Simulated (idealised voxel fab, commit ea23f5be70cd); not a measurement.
This section sets out a process module, namely voxel trench capacitor.
Pictured: cross-section cut, 175 nm wide, on a grid of 5 nm square cells.
For the purposes of this document, a cross-section shall be understood as a grid of square cells, specified as bands listed in top-to-bottom order, each band consisting of one or more rows of cells. Heights first: top, then bottom, in nm. Then materials, left to right, each with a width in nm. "throughout" on a single material: fills the band edge to edge. "air": empty space. Heights are reckoned from 0. Under this level, the received wafer is all of one material. The bottommost band is open-ended downward, for example "0 down". A width such as "30->40" changes by the same amount from each row of cells to the next, from the band's top row to its bottom row. You'll sometimes find "no modification" written for a step, and that's the way of saying that nowhere in the cross-section did a cell change during that step. Voids not open to the top, 8 cells minimum: see "Closed void entries". Written width x height at distance; distance is from the left edge; nm. Post-settings text on a step line: simulator's own remark regarding the step. overlay nm, on a step with a mask: how far to the right of its planned place the mask lay; to the left if negative.
### So here's the lineup of process steps we planned
- 1: RECEIVE, material Si
- 2: CONFORMAL_DEP, material SiN, thk nm 10
- 3: PATTERN, tone open, mask id TRENCH, material resist, width nm 25, pitch nm 45, thk nm 15, overlay nm 0
- 4: DIRECTIONAL_ETCH, etch materials SiN, depth nm 10
- 5: DIRECTIONAL_ETCH, etch materials Si, depth nm 40
- 6: STRIP, etch materials resist
- 7: CONFORMAL_DEP, material HfO2, thk nm 5
- 8: CONFORMAL_DEP, material TiN, thk nm 5
- 9: FILL_DEP, material W, thk nm 5
- 10: CMP, height nm 10
### First of two wafers - as planned
### Wafer as received: cross-section following step 1
- 0 down: Si throughout
- Closed void entries: none
### Upon completion of step 2, the wafer appears in cross-section as shown
- 10 to 0: SiN throughout
- Lower than 0, everything is as it was.
### Upon completion of step 3, the wafer appears in cross-section as shown
- 25 to 10: resist 50, then air 25, then resist 20, then air 25, then resist 55
- Lower than 10, everything is as it was.
### Upon completion of step 4, the wafer appears in cross-section as shown
- 25 to 10: resist 50, then air 25, then resist 20, then air 25, then resist 55
- 10 to 0: SiN 50, then air 25, then SiN 20, then air 25, then SiN 55
- Lower than 0, everything is as it was.
### Upon completion of step 5, the wafer appears in cross-section as shown
- 25 to 10: resist 50, then air 25, then resist 20, then air 25, then resist 55
- 10 to 0: SiN 50, then air 25, then SiN 20, then air 25, then SiN 55
- 0 to -40: Si 50, then air 25, then Si 20, then air 25, then Si 55
- Lower than -40, everything is as it was.
### Upon completion of step 6, the wafer appears in cross-section as shown
- 10 to 0: SiN 50, then air 25, then SiN 20, then air 25, then SiN 55
- Lower than 0, everything is as it was.
### Upon completion of step 7, the wafer appears in cross-section as shown
- 15 to 10: HfO2 55, then air 15, then HfO2 30, then air 15, then HfO2 60
- 10 to 0: SiN 50, then HfO2 5, then air 15, then HfO2 5, then SiN 20, then HfO2 5, then air 15, then HfO2 5, then SiN 55
- 0 to -35: Si 50, then HfO2 5, then air 15, then HfO2 5, then Si 20, then HfO2 5, then air 15, then HfO2 5, then Si 55
- -35 to -40: Si 50, then HfO2 25, then Si 20, then HfO2 25, then Si 55
- Lower than -40, everything is as it was.
### Upon completion of step 8, the wafer appears in cross-section as shown
- 20 to 15: TiN 60, then air 5, then TiN 40, then air 5, then TiN 65
- 15 to 10: HfO2 55, then TiN 5, then air 5, then TiN 5, then HfO2 30, then TiN 5, then air 5, then TiN 5, then HfO2 60
- 10 to 0: SiN 50, then HfO2 5, then TiN 5, then air 5, then TiN 5, then HfO2 5, then SiN 20, then HfO2 5, then TiN 5, then air 5, then TiN 5, then HfO2 5, then SiN 55
- 0 to -30: Si 50, then HfO2 5, then TiN 5, then air 5, then TiN 5, then HfO2 5, then Si 20, then HfO2 5, then TiN 5, then air 5, then TiN 5, then HfO2 5, then Si 55
- -30 to -35: Si 50, then HfO2 5, then TiN 15, then HfO2 5, then Si 20, then HfO2 5, then TiN 15, then HfO2 5, then Si 55
- Lower than -35, everything is as it was.
### Upon completion of step 9, the wafer appears in cross-section as shown
- 25 to 20: W throughout
- 20 to 15: TiN 60, then W 5, then TiN 40, then W 5, then TiN 65
- 15 to 10: HfO2 55, then TiN 5, then W 5, then TiN 5, then HfO2 30, then TiN 5, then W 5, then TiN 5, then HfO2 60
- 10 to 0: SiN 50, then HfO2 5, then TiN 5, then W 5, then TiN 5, then HfO2 5, then SiN 20, then HfO2 5, then TiN 5, then W 5, then TiN 5, then HfO2 5, then SiN 55
- 0 to -30: Si 50, then HfO2 5, then TiN 5, then W 5, then TiN 5, then HfO2 5, then Si 20, then HfO2 5, then TiN 5, then W 5, then TiN 5, then HfO2 5, then Si 55
- Lower than -30, everything is as it was.
### Upon completion of step 10, the wafer appears in cross-section as shown
- 10 to 0: SiN 50, then HfO2 5, then TiN 5, then W 5, then TiN 5, then HfO2 5, then SiN 20, then HfO2 5, then TiN 5, then W 5, then TiN 5, then HfO2 5, then SiN 55
- Lower than 0, everything is as it was.
### Okay, second wafer. Nothing different at the start, nothing different in the plan, just one mistake somewhere in the running. As far as step 2, counting that step, it's the first wafer all over again
### when step 3 should have ended
- 25 to 10: air 50, then resist 25, then air 20, then resist 25, then air 55
- Lower than 10, everything is as it was.
### when step 4 should have ended
- 25 to 10: air 50, then resist 25, then air 20, then resist 25, then air 55
- 10 to 0: air 50, then SiN 25, then air 20, then SiN 25, then air 55
- Lower than 0, everything is as it was.
### when step 5 should have ended
- 25 to 10: air 50, then resist 25, then air 20, then resist 25, then air 55
- 10 to 0: air 50, then SiN 25, then air 20, then SiN 25, then air 55
- 0 to -40: air 50, then Si 25, then air 20, then Si 25, then air 55
- Lower than -40, everything is as it was.
### when step 6 should have ended
- 10 to 0: air 50, then SiN 25, then air 20, then SiN 25, then air 55
- Lower than 0, everything is as it was.
### when step 7 should have ended
- 15 to 10: air 45, then HfO2 35, then air 10, then HfO2 35, then air 50
- 10 to 0: air 45, then HfO2 5, then SiN 25, then HfO2 5, then air 10, then HfO2 5, then SiN 25, then HfO2 5, then air 50
- 0 to -35: air 45, then HfO2 5, then Si 25, then HfO2 5, then air 10, then HfO2 5, then Si 25, then HfO2 5, then air 50
- -35 to -40: HfO2 50, then Si 25, then HfO2 20, then Si 25, then HfO2 55
- Lower than -40, everything is as it was.
### when step 8 should have ended
- 20 to 15: air 40, then TiN 90, then air 45
- 15 to 10: air 40, then TiN 5, then HfO2 35, then TiN 10, then HfO2 35, then TiN 5, then air 45
- 10 to 0: air 40, then TiN 5, then HfO2 5, then SiN 25, then HfO2 5, then TiN 10, then HfO2 5, then SiN 25, then HfO2 5, then TiN 5, then air 45
- 0 to -30: air 40, then TiN 5, then HfO2 5, then Si 25, then HfO2 5, then TiN 10, then HfO2 5, then Si 25, then HfO2 5, then TiN 5, then air 45
- -30 to -35: TiN 45, then HfO2 5, then Si 25, then HfO2 5, then TiN 10, then HfO2 5, then Si 25, then HfO2 5, then TiN 50
- Lower than -35, everything is as it was.
### when step 9 should have ended
- 25 to 20: W throughout
- 20 to 15: W 40, then TiN 90, then W 45
- 15 to 10: W 40, then TiN 5, then HfO2 35, then TiN 10, then HfO2 35, then TiN 5, then W 45
- 10 to 0: W 40, then TiN 5, then HfO2 5, then SiN 25, then HfO2 5, then TiN 10, then HfO2 5, then SiN 25, then HfO2 5, then TiN 5, then W 45
- 0 to -30: W 40, then TiN 5, then HfO2 5, then Si 25, then HfO2 5, then TiN 10, then HfO2 5, then Si 25, then HfO2 5, then TiN 5, then W 45
- Lower than -30, everything is as it was.
### when step 10 should have ended
- 10 to 0: W 40, then TiN 5, then HfO2 5, then SiN 25, then HfO2 5, then TiN 10, then HfO2 5, then SiN 25, then HfO2 5, then TiN 5, then W 45
- Lower than 0, everything is as it was.
Against the plan, the run slipped here: heads up, step 3 didn't go per plan, it actually ran as PATTERN, tone cover, mask id TRENCH, material resist, width nm 25, pitch nm 45, thk nm 15, overlay nm 0
Cell-count delta at end, second wafer over first, by material: HfO2 +15, Si -120, SiN -30, TiN +15, W +120
